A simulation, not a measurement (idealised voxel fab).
The document below concerns the process module designated voxel capacitor over wiring.
It is cross-section cut that appears here, measuring 200 nm in width, its square cells being 5 nm in size.
In what follows, cross-sections appear as grids of square cells, described through bands that run from the top down, where every band is one or more rows of cells. Top height, bottom height, nm. Materials left to right, width each, nm. Single material + "everywhere" = fills band edge to edge. "air" = empty. Counting heights begins at 0, where everything beneath is, in the wafer as received, one material. The lowest band has no bottom; it goes on downwards, as "top 0, no bottom" shows. Graded width ("30->40"): value in top row of band = first number; value in bottom row = second number; row-to-row change constant. Given "no modifications" for a step, no cell of the cross-section differs between before and after that step. "Catalogued sealed voids" contains a list of empty spaces, each no smaller than 8 cells and without an open way to the top, written in the form width x height at distance with the distance from the left edge and all three in nm. Read whatever lies past the settings on a step's line as the simulator's own remark about the step. A step's line can hold "overlay nm"; with a mask on that step, the setting says how far right of the planned place the mask lay, while a negative setting says it lay to the left.

[These are the steps we planned for the process]
- 1: RECEIVE,material Si
- 2: CONFORMAL_DEP,material SiO2,thk nm 15
- 3: DIRECTIONAL_DEP,material TiN,thk nm 5
- 4: DIRECTIONAL_DEP,material W,thk nm 20
- 5: PATTERN,tone cover,mask id METAL_1,material resist,width nm 20,pitch nm 80,thk nm 15,overlay nm 0
- 6: DIRECTIONAL_ETCH,etch materials W,depth nm 20
- 7: DIRECTIONAL_ETCH,etch materials TiN,depth nm 5
- 8: STRIP,etch materials resist
- 9: CONFORMAL_DEP,material SiN,thk nm 5
- 10: FILL_DEP,material lowk,thk nm 10
- 11: CMP,height nm 40
- 12: CONFORMAL_DEP,material SiCN,thk nm 5
- 13: DIRECTIONAL_DEP,material SiO2,thk nm 20
- 14: MASKED_ETCH,tone open,mask id PLUG_1,width nm 15,etch materials SiO2,depth nm 20,overlay nm 0
- 15: MASKED_ETCH,tone open,mask id PLUG_1,width nm 15,etch materials SiCN,depth nm 5,overlay nm 0
- 16: CONFORMAL_DEP,material TiN,thk nm 5
- 17: FILL_DEP,material W,thk nm 10
- 18: CMP,height nm 65
- 19: DIRECTIONAL_DEP,material TiN,thk nm 5
- 20: DIRECTIONAL_DEP,material Al2O3,thk nm 5
- 21: DIRECTIONAL_DEP,material TiN,thk nm 10
- 22: MASKED_ETCH,tone cover,mask id UPPER_PLATE,width nm 65,etch materials TiN,depth nm 10,overlay nm 0
- 23: MASKED_ETCH,tone cover,mask id UPPER_PLATE,width nm 65,etch materials Al2O3,depth nm 5,overlay nm 0
- 24: DIRECTIONAL_DEP,material aC,thk nm 15
- 25: PATTERN,tone cover,mask id LOWER_PLATE,material resist,width nm 75,thk nm 35,overlay nm 0
- 26: DIRECTIONAL_ETCH,etch materials aC,depth nm 15
- 27: STRIP,etch materials resist
- 28: DIRECTIONAL_ETCH,etch materials TiN,depth nm 5
- 29: STRIP,etch materials aC
- 30: FILL_DEP,material SiO2,thk nm 15
- 31: CMP,height nm 95
- 32: MASKED_ETCH,tone open,mask id PLUG_2,width nm 15,etch materials SiO2,depth nm 10,overlay nm 0
- 33: CONFORMAL_DEP,material TiN,thk nm 5
- 34: FILL_DEP,material W,thk nm 5
- 35: CMP,height nm 95
- 36: CONFORMAL_DEP,material SiN,thk nm 5

[This is the cross-section of the wafer as we received it, i.e. after step 1]
	top 0, no bottom  Si everywhere
	Catalogued sealed voids: none

[Cross-sectional view of the first of the two wafers upon completion of the module, processed in accordance with the plan]
	top 100, bottom 95  SiN everywhere
	top 95, bottom 90  SiO2 65, then TiN 5, then W 5, then TiN 5, then SiO2 120
	top 90, bottom 85  SiO2 65, then TiN 15, then SiO2 120
	top 85, bottom 75  SiO2 55, then TiN 65, then SiO2 80
	top 75, bottom 70  SiO2 55, then Al2O3 65, then SiO2 80
	top 70, bottom 65  SiO2 50, then TiN 75, then SiO2 75
	top 65, bottom 45  SiO2 55, then TiN 5, then W 5, then TiN 5, then SiO2 130
	top 45, bottom 40  SiCN 55, then TiN 15, then SiCN 130
	top 40, bottom 20  lowk 45, then SiN 5, then W 20, then SiN 5, then lowk 50, then SiN 5, then W 20, then SiN 5, then lowk 45
	top 20, bottom 15  SiN 50, then TiN 20, then SiN 60, then TiN 20, then SiN 50
	top 15, bottom 0  SiO2 everywhere
	top 0, no bottom  Si everywhere
	Catalogued sealed voids: none

[Cross-section, wafer two of two, end of module: same start and plan as wafer one, one error in execution]
	top 100, bottom 95  SiN everywhere
	top 95, bottom 90  SiO2 65, then TiN 5, then W 5, then TiN 5, then SiO2 120
	top 90, bottom 85  SiO2 65, then TiN 15, then SiO2 120
	top 85, bottom 80  SiO2 50, then TiN 5, then SiO2 65, then TiN 5, then SiO2 75
	top 80, bottom 75  TiN 55, then SiO2 65, then TiN 80
	top 75, bottom 70  Al2O3 everywhere
	top 70, bottom 65  TiN everywhere
	top 65, bottom 45  SiO2 55, then TiN 5, then W 5, then TiN 5, then SiO2 130
	top 45, bottom 40  SiCN 55, then TiN 15, then SiCN 130
	top 40, bottom 20  lowk 45, then SiN 5, then W 20, then SiN 5, then lowk 50, then SiN 5, then W 20, then SiN 5, then lowk 45
	top 20, bottom 15  SiN 50, then TiN 20, then SiN 60, then TiN 20, then SiN 50
	top 15, bottom 0  SiO2 everywhere
	top 0, no bottom  Si everywhere
	Catalogued sealed voids: none
The plan and the run diverged here: step 22 did not use the planned setting and instead ran as MASKED_ETCH,tone open,mask id UPPER_PLATE,width nm 65,etch materials TiN,depth nm 10,overlay nm 0
Final wafer comparison in cells, second versus first, more or fewer per material: 27 more of Al2O3, 55 fewer of SiO2, 28 more of TiN
